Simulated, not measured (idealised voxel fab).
process module | voxel capacitor over wiring
cross-section cut | 290 nm wide | cells 5 nm
A cross-section is a grid of square cells, given in bands from the top down. A band is one or more rows of cells.
Each band's line starts with the height of the band's top and of its bottom, in nm. Then come its materials from left to right, each with its width in nm. One material with "throughout" fills the band from edge to edge. "air" is empty space.
Height 0 is the level under which the wafer as received is all one material. The lowest band goes on downwards, as in "0 down".
A width such as "30 to 40" changes by the same amount from each row of cells to the next, from the band's top row to its bottom row.
"no change" after a step means that no cell of the cross-section changed.
closed voids: empty space of 8 cells or more with no open way to the top, each as width x height at its distance from the left edge, in nm
after a step's settings: what the simulator itself notes on the step
overlay nm, on a step with a mask: how far to the right of its planned place the mask lay; to the left if negative
plan
1 op RECEIVE | material Si
2 op CONFORMAL_DEP | material SiO2 | thk nm 15
3 op CONFORMAL_DEP | material SiN | thk nm 5
4 op DIRECTIONAL_DEP | material SiO2 | thk nm 25
5 op PATTERN | tone open | mask id METAL_1 | material resist | width nm 30 | pitch nm 100 | thk nm 20 | overlay nm 0
6 op DIRECTIONAL_ETCH | etch materials SiO2 | depth nm 25
7 op DIRECTIONAL_ETCH | etch materials SiN | depth nm 5
8 op STRIP | etch materials resist
9 op CONFORMAL_DEP | material TiN | thk nm 5
10 op FILL_DEP | material Cu | thk nm 10
11 op CMP | height nm 45
12 op CONFORMAL_DEP | material SiCN | thk nm 5
13 op DIRECTIONAL_DEP | material SiO2 | thk nm 15
14 op MASKED_ETCH | tone open | mask id PLUG_1 | width nm 15 | etch materials SiO2 | depth nm 15 | overlay nm 0
15 op MASKED_ETCH | tone open | mask id PLUG_1 | width nm 15 | etch materials SiCN | depth nm 5 | overlay nm 0
16 op CONFORMAL_DEP | material TiN | thk nm 5
17 op FILL_DEP | material Cu | thk nm 10
18 op CMP | height nm 65
19 op DIRECTIONAL_DEP | material TiN | thk nm 10
20 op DIRECTIONAL_DEP | material Al2O3 | thk nm 5
21 op DIRECTIONAL_DEP | material TiN | thk nm 10
22 op MASKED_ETCH | tone cover | mask id UPPER_PLATE | width nm 75 | etch materials TiN | depth nm 10 | overlay nm 0
23 op MASKED_ETCH | tone cover | mask id UPPER_PLATE | width nm 75 | etch materials Al2O3 | depth nm 5 | overlay nm 0
24 op MASKED_ETCH | tone cover | mask id LOWER_PLATE | width nm 85 | etch materials TiN | depth nm 10 | overlay nm 0
25 op FILL_DEP | material SiO2 | thk nm 20
26 op CMP | height nm 105
27 op PATTERN | tone open | mask id PLUG_2 | material resist | width nm 15 | thk nm 20 | overlay nm 0
28 op DIRECTIONAL_ETCH | etch materials SiO2 | depth nm 15
29 op STRIP | etch materials resist
30 op CONFORMAL_DEP | material TiN | thk nm 5
31 op FILL_DEP | material W | thk nm 5
32 op CMP | height nm 105
33 op CONFORMAL_DEP | material SiCN | thk nm 5
first wafer, as planned
as received, after step 1
  0 down: Si throughout
  closed voids: none
after step 2
  15 to 0: SiO2 throughout
  below 0: unchanged
after step 3
  20 to 15: SiN throughout
  below 15: unchanged
after step 4
  45 to 20: SiO2 throughout
  below 20: unchanged
after step 5
  65 to 45: resist 80 | air 30 | resist 70 | air 30 | resist 80
  below 45: unchanged
after step 6
  65 to 45: resist 80 | air 30 | resist 70 | air 30 | resist 80
  45 to 20: SiO2 80 | air 30 | SiO2 70 | air 30 | SiO2 80
  below 20: unchanged
after step 7
  65 to 45: resist 80 | air 30 | resist 70 | air 30 | resist 80
  45 to 20: SiO2 80 | air 30 | SiO2 70 | air 30 | SiO2 80
  20 to 15: SiN 80 | air 30 | SiN 70 | air 30 | SiN 80
  below 15: unchanged
after step 8
  45 to 20: SiO2 80 | air 30 | SiO2 70 | air 30 | SiO2 80
  below 20: unchanged
after step 9
  50 to 45: TiN 85 | air 20 | TiN 80 | air 20 | TiN 85
  45 to 20: SiO2 80 | TiN 5 | air 20 | TiN 5 | SiO2 70 | TiN 5 | air 20 | TiN 5 | SiO2 80
  20 to 15: SiN 80 | TiN 30 | SiN 70 | TiN 30 | SiN 80
  below 15: unchanged
after step 10
  60 to 50: Cu throughout
  50 to 45: TiN 85 | Cu 20 | TiN 80 | Cu 20 | TiN 85
  45 to 20: SiO2 80 | TiN 5 | Cu 20 | TiN 5 | SiO2 70 | TiN 5 | Cu 20 | TiN 5 | SiO2 80
  below 20: unchanged
after step 11
  45 to 20: SiO2 80 | TiN 5 | Cu 20 | TiN 5 | SiO2 70 | TiN 5 | Cu 20 | TiN 5 | SiO2 80
  below 20: unchanged
after step 12
  50 to 45: SiCN throughout
  below 45: unchanged
after step 13
  65 to 50: SiO2 throughout
  below 50: unchanged
after step 14
  65 to 50: SiO2 95 | air 15 | SiO2 180
  below 50: unchanged
after step 15
  65 to 50: SiO2 95 | air 15 | SiO2 180
  50 to 45: SiCN 95 | air 15 | SiCN 180
  below 45: unchanged
after step 16
  70 to 65: TiN 100 | air 5 | TiN 185
  65 to 50: SiO2 95 | TiN 5 | air 5 | TiN 5 | SiO2 180
  50 to 45: SiCN 95 | TiN 15 | SiCN 180
  below 45: unchanged
after step 17
  80 to 70: Cu throughout
  70 to 65: TiN 100 | Cu 5 | TiN 185
  65 to 50: SiO2 95 | TiN 5 | Cu 5 | TiN 5 | SiO2 180
  below 50: unchanged
after step 18
  65 to 50: SiO2 95 | TiN 5 | Cu 5 | TiN 5 | SiO2 180
  below 50: unchanged
after step 19
  75 to 65: TiN throughout
  below 65: unchanged
after step 20
  80 to 75: Al2O3 throughout
  below 75: unchanged
after step 21
  90 to 80: TiN throughout
  below 80: unchanged
after step 22
  90 to 80: air 95 | TiN 75 | air 120
  below 80: unchanged
after step 23
  90 to 80: air 95 | TiN 75 | air 120
  80 to 75: air 95 | Al2O3 75 | air 120
  below 75: unchanged
after step 24
  90 to 80: air 95 | TiN 75 | air 120
  80 to 75: air 95 | Al2O3 75 | air 120
  75 to 65: air 90 | TiN 85 | air 115
  below 65: unchanged
after step 25
  110 to 90: SiO2 throughout
  90 to 80: SiO2 95 | TiN 75 | SiO2 120
  80 to 75: SiO2 95 | Al2O3 75 | SiO2 120
  75 to 65: SiO2 90 | TiN 85 | SiO2 115
  below 65: unchanged
after step 26
  105 to 90: SiO2 throughout
  below 90: unchanged
after step 27
  125 to 105: resist 105 | air 15 | resist 170
  below 105: unchanged
after step 28
  125 to 105: resist 105 | air 15 | resist 170
  105 to 90: SiO2 105 | air 15 | SiO2 170
  below 90: unchanged
after step 29
  105 to 90: SiO2 105 | air 15 | SiO2 170
  below 90: unchanged
after step 30
  110 to 105: TiN 110 | air 5 | TiN 175
  105 to 95: SiO2 105 | TiN 5 | air 5 | TiN 5 | SiO2 170
  95 to 90: SiO2 105 | TiN 15 | SiO2 170
  below 90: unchanged
after step 31
  115 to 110: W throughout
  110 to 105: TiN 110 | W 5 | TiN 175
  105 to 95: SiO2 105 | TiN 5 | W 5 | TiN 5 | SiO2 170
  below 95: unchanged
after step 32
  105 to 95: SiO2 105 | TiN 5 | W 5 | TiN 5 | SiO2 170
  below 95: unchanged
after step 33
  110 to 105: SiCN throughout
  below 105: unchanged
second wafer: like start, like plan, one mistake. Through step 1 it matches the first wafer
when step 2 should have ended
  5 to 0: SiN throughout
  below 0: unchanged
when step 3 should have ended
  20 to 5: SiO2 throughout
  below 5: unchanged
when step 4 should have ended
  45 to 5: SiO2 throughout
  below 5: unchanged
when step 5 should have ended
  65 to 45: resist 80 | air 30 | resist 70 | air 30 | resist 80
  below 45: unchanged
when step 6 should have ended
  65 to 45: resist 80 | air 30 | resist 70 | air 30 | resist 80
  45 to 20: SiO2 80 | air 30 | SiO2 70 | air 30 | SiO2 80
  below 20: unchanged
when step 7 should have ended: no change
when step 8 should have ended
  45 to 20: SiO2 80 | air 30 | SiO2 70 | air 30 | SiO2 80
  below 20: unchanged
when step 9 should have ended
  50 to 45: TiN 85 | air 20 | TiN 80 | air 20 | TiN 85
  45 to 25: SiO2 80 | TiN 5 | air 20 | TiN 5 | SiO2 70 | TiN 5 | air 20 | TiN 5 | SiO2 80
  25 to 20: SiO2 80 | TiN 30 | SiO2 70 | TiN 30 | SiO2 80
  below 20: unchanged
when step 10 should have ended
  60 to 50: Cu throughout
  50 to 45: TiN 85 | Cu 20 | TiN 80 | Cu 20 | TiN 85
  45 to 25: SiO2 80 | TiN 5 | Cu 20 | TiN 5 | SiO2 70 | TiN 5 | Cu 20 | TiN 5 | SiO2 80
  below 25: unchanged
when step 11 should have ended
  45 to 25: SiO2 80 | TiN 5 | Cu 20 | TiN 5 | SiO2 70 | TiN 5 | Cu 20 | TiN 5 | SiO2 80
  below 25: unchanged
when step 12 should have ended
  50 to 45: SiCN throughout
  below 45: unchanged
when step 13 should have ended
  65 to 50: SiO2 throughout
  below 50: unchanged
when step 14 should have ended
  65 to 50: SiO2 95 | air 15 | SiO2 180
  below 50: unchanged
when step 15 should have ended
  65 to 50: SiO2 95 | air 15 | SiO2 180
  50 to 45: SiCN 95 | air 15 | SiCN 180
  below 45: unchanged
when step 16 should have ended
  70 to 65: TiN 100 | air 5 | TiN 185
  65 to 50: SiO2 95 | TiN 5 | air 5 | TiN 5 | SiO2 180
  50 to 45: SiCN 95 | TiN 15 | SiCN 180
  below 45: unchanged
when step 17 should have ended
  80 to 70: Cu throughout
  70 to 65: TiN 100 | Cu 5 | TiN 185
  65 to 50: SiO2 95 | TiN 5 | Cu 5 | TiN 5 | SiO2 180
  below 50: unchanged
when step 18 should have ended
  65 to 50: SiO2 95 | TiN 5 | Cu 5 | TiN 5 | SiO2 180
  below 50: unchanged
when step 19 should have ended
  75 to 65: TiN throughout
  below 65: unchanged
when step 20 should have ended
  80 to 75: Al2O3 throughout
  below 75: unchanged
when step 21 should have ended
  90 to 80: TiN throughout
  below 80: unchanged
when step 22 should have ended
  90 to 80: air 95 | TiN 75 | air 120
  below 80: unchanged
when step 23 should have ended
  90 to 80: air 95 | TiN 75 | air 120
  80 to 75: air 95 | Al2O3 75 | air 120
  below 75: unchanged
when step 24 should have ended
  90 to 80: air 95 | TiN 75 | air 120
  80 to 75: air 95 | Al2O3 75 | air 120
  75 to 65: air 90 | TiN 85 | air 115
  below 65: unchanged
when step 25 should have ended
  110 to 90: SiO2 throughout
  90 to 80: SiO2 95 | TiN 75 | SiO2 120
  80 to 75: SiO2 95 | Al2O3 75 | SiO2 120
  75 to 65: SiO2 90 | TiN 85 | SiO2 115
  below 65: unchanged
when step 26 should have ended
  105 to 90: SiO2 throughout
  below 90: unchanged
when step 27 should have ended
  125 to 105: resist 105 | air 15 | resist 170
  below 105: unchanged
when step 28 should have ended
  125 to 105: resist 105 | air 15 | resist 170
  105 to 90: SiO2 105 | air 15 | SiO2 170
  below 90: unchanged
when step 29 should have ended
  105 to 90: SiO2 105 | air 15 | SiO2 170
  below 90: unchanged
when step 30 should have ended
  110 to 105: TiN 110 | air 5 | TiN 175
  105 to 95: SiO2 105 | TiN 5 | air 5 | TiN 5 | SiO2 170
  95 to 90: SiO2 105 | TiN 15 | SiO2 170
  below 90: unchanged
when step 31 should have ended
  115 to 110: W throughout
  110 to 105: TiN 110 | W 5 | TiN 175
  105 to 95: SiO2 105 | TiN 5 | W 5 | TiN 5 | SiO2 170
  below 95: unchanged
when step 32 should have ended
  105 to 95: SiO2 105 | TiN 5 | W 5 | TiN 5 | SiO2 170
  below 95: unchanged
when step 33 should have ended
  110 to 105: SiCN throughout
  below 105: unchanged
what went wrong: steps 2 and 3 were swapped
at the end the second wafer has, in cells: 8 fewer of Cu | 12 more of SiN | 4 fewer of TiN
